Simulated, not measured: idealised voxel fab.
You're looking at the process module voxel trench capacitor.
It is cross-section cut that appears here, measuring 165 nm in width, its square cells being 5 nm in size.
A cross-section is a grid of square cells, given in bands from the top down. A band is one or more rows of cells.
Heights first: top, then bottom, in nm. Then materials, left to right, each with a width in nm. "full width" on a single material: fills the band edge to edge. "empty": empty space.
The level at which height equals 0 is the one under which the wafer, as it arrives, is entirely one material. No lower edge exists for the bottom band, which continues downward and is notated as in "0 down".
The width entry "30->40" should be interpreted row by row: the top row of cells in the band takes the first number, the bottom row takes the second number, and the change between adjacent rows is uniform throughout.
Step marked "identical to before"? Then no cell in the cross-section changed in it.
"Enclosed cavities" enumerates empty spaces isolated from the top, with no open way to it, that contain at least 8 cells, giving each as width x height at distance from the left edge, all three in nm.
Text after the settings on a step's line: the simulator's own remark on that step.
overlay nm: how far to the right of its planned place the mask lay on this masked step (negative: to the left).
# This section lists the process steps that were planned
1. RECEIVE,material Si
2. CONFORMAL_DEP,material SiN,thk nm 5
3. PATTERN,tone open,mask id TRENCH,material resist,width nm 20,pitch nm 45,thk nm 15,overlay nm 0
4. DIRECTIONAL_ETCH,etch materials SiN,depth nm 5
5. DIRECTIONAL_ETCH,etch materials Si,depth nm 25
6. STRIP,etch materials resist
7. CONFORMAL_DEP,material SiO2,thk nm 5
8. FILL_DEP,material polySi,thk nm 10
9. CMP,height nm 5
# Wafer as received: cross-section following step 1
* 0 down: Si full width
* Enclosed cavities: none
# Here's the cross-section of the first of our two wafers at the end of the module - it ran as planned
* 5 to 0: 50 nm SiN / 5 nm SiO2 / 10 nm polySi / 5 nm SiO2 / 25 nm SiN / 5 nm SiO2 / 10 nm polySi / 5 nm SiO2 / 50 nm SiN
* 0 to -20: 50 nm Si / 5 nm SiO2 / 10 nm polySi / 5 nm SiO2 / 25 nm Si / 5 nm SiO2 / 10 nm polySi / 5 nm SiO2 / 50 nm Si
* -20 to -25: 50 nm Si / 20 nm SiO2 / 25 nm Si / 20 nm SiO2 / 50 nm Si
* -25 down: Si full width
* Enclosed cavities: none
# This is the second of the two wafers, cross-sectioned at the end of the module; it started exactly like the first and was given the same plan, but it was run with one mistake
* 5 to 0: 50 nm SiN / 5 nm SiO2 / 10 nm polySi / 5 nm SiO2 / 25 nm SiN / 5 nm SiO2 / 10 nm polySi / 5 nm SiO2 / 50 nm SiN
* 0 to -15: 50 nm Si / 5 nm SiO2 / 10 nm polySi / 5 nm SiO2 / 25 nm Si / 5 nm SiO2 / 10 nm polySi / 5 nm SiO2 / 50 nm Si
* -15 to -20: 50 nm Si / 20 nm SiO2 / 25 nm Si / 20 nm SiO2 / 50 nm Si
* -20 down: Si full width
* Enclosed cavities: none
Finding, execution versus plan: heads up, step 5 didn't go per plan, it actually ran as DIRECTIONAL_ETCH,etch materials Si,depth nm 20
Wafer comparison, final, in cells, second relative to first, materials more or fewer: Si: 8 more; SiO2: 4 fewer; polySi: 4 fewer
